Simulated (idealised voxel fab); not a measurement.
Presented below is a process module, voxel self aligned contacts.
Shown is cross-section cut, with a width of 300 nm and square cells of size 5 nm.
Cross-section = grid of square cells, listed top down in bands; band = one or more rows. Within each band entry, the heights of the top and of the bottom of the band appear first, in that order and in nm; the materials of the band then follow from left to right, each with its corresponding width in nm. The designation "everywhere" on a single material indicates that it fills the band from edge to edge; the designation "blank" indicates empty space. The level at which height equals 0 is the one under which the wafer, as it arrives, is entirely one material. No lower edge exists for the bottom band, which continues downward and is notated as in "0 and below". With a width like "30 to 40", each row of cells in the band differs from the next by the same amount, the top row carrying the first number and the bottom row the second. Reading "no change" for a step: not a cell of the cross-section changed in it. In the "Trapped void list" entry, you get each enclosed empty space of 8 cells or more, one with no open way to the top, written width x height at distance, distance from the left edge, in nm. Heads up: the bit after the settings on a step's line is the simulator's remark on that step. "overlay nm" denotes, for a step that has a mask, the displacement of the mask to the right of its planned place, with negative values corresponding to the left.

PROCESS STEPS FORESEEN IN THE PLAN
1) RECEIVE,material Si
2) OXIDIZE,depth nm 5
3) DIRECTIONAL_DEP,material polySi,thk nm 30
4) DIRECTIONAL_DEP,material SiN,thk nm 20
5) DIRECTIONAL_DEP,material aC,thk nm 10
6) PATTERN,tone cover,mask id GATE,material resist,width nm 15,pitch nm 50,thk nm 25,overlay nm 0
7) DIRECTIONAL_ETCH,etch materials aC,depth nm 10
8) STRIP,etch materials resist
9) DIRECTIONAL_ETCH,etch materials SiN,depth nm 20
10) DIRECTIONAL_ETCH,etch materials polySi,depth nm 30
11) STRIP,etch materials aC
12) CONFORMAL_DEP,material SiN,thk nm 5
13) DIRECTIONAL_ETCH,etch materials SiN,depth nm 5
14) FILL_DEP,material SiO2,thk nm 10
15) CMP,height nm 55
16) PATTERN,tone open,mask id CONTACT,material resist,width nm 35,pitch nm 50,thk nm 15,overlay nm 0
17) DIRECTIONAL_ETCH,etch materials SiO2,depth nm 60
18) STRIP,etch materials resist
19) CONFORMAL_DEP,material TiN,thk nm 5
20) FILL_DEP,material W,thk nm 5
21) CMP,height nm 55
22) CONFORMAL_DEP,material SiCN,thk nm 5
Same starting wafers, different width nm at step 6. Plan value belongs to the first wafer.

THE FIRST OF SEVERAL WAFERS, AS RECEIVED AFTER STEP 1, SEEN IN SECTION
  0 and below = Si everywhere
  Trapped void list: none

AT THE END OF THE MODULE, AFTER ITS LAST STEP, STEP 22, THE FIRST OF SEVERAL WAFERS APPEARS IN CROSS-SECTION AS FOLLOWS
  60 down to 55 = SiCN everywhere
  55 down to 50 = SiO2 (105)  TiN (10)  W (15)  TiN (10)  SiO2 (15)  TiN (10)  W (15)  TiN (10)  SiO2 (110)
  50 down to 30 = SiO2 (85)  SiN (25)  TiN (5)  W (15)  TiN (5)  SiN (25)  TiN (5)  W (15)  TiN (5)  SiN (25)  SiO2 (90)
  30 down to 0 = SiO2 (85)  SiN (5)  polySi (15)  SiN (5)  TiN (5)  W (15)  TiN (5)  SiN (5)  polySi (15)  SiN (5)  TiN (5)  W (15)  TiN (5)  SiN (5)  polySi (15)  SiN (5)  SiO2 (90)
  0 down to -5 = SiO2 (110)  TiN (25)  SiO2 (25)  TiN (25)  SiO2 (115)
  -5 and below = Si everywhere
  Trapped void list: none

CROSS-SECTION, LAST WAFER, MODULE COMPLETION
  60 down to 55 = SiCN everywhere
  55 down to 50 = SiO2 (105)  TiN (35)  SiO2 (15)  TiN (35)  SiO2 (110)
  50 down to 30 = SiO2 (75)  SiN (45)  TiN (5)  SiN (45)  TiN (5)  SiN (45)  SiO2 (80)
  30 down to 0 = SiO2 (75)  SiN (5)  polySi (35)  SiN (5)  TiN (5)  SiN (5)  polySi (35)  SiN (5)  TiN (5)  SiN (5)  polySi (35)  SiN (5)  SiO2 (80)
  0 down to -5 = SiO2 (120)  TiN (5)  SiO2 (45)  TiN (5)  SiO2 (125)
  -5 and below = Si everywhere
  Trapped void list: none

PER WAFER (ROW), END OF MODULE: DELTA IN CELLS PER MATERIAL SINCE RECEIPT, (+) FOR GAINED, (-) FOR LOST; CLOSED VOIDS AFTER THAT
width nm 15; -60 Si; +60 SiCN; +96 SiN; +446 SiO2; +58 TiN; +66 W; +54 polySi; Trapped void list: none
width nm 20; -60 Si; +60 SiCN; +108 SiN; +438 SiO2; +58 TiN; +44 W; +72 polySi; Trapped void list: none
width nm 25; -60 Si; +60 SiCN; +120 SiN; +430 SiO2; +58 TiN; +22 W; +90 polySi; Trapped void list: none
width nm 30; -60 Si; +60 SiCN; +132 SiN; +422 SiO2; +58 TiN; +108 polySi; Trapped void list: none
width nm 35; -60 Si; +60 SiCN; +144 SiN; +414 SiO2; +36 TiN; +126 polySi; Trapped void list: none
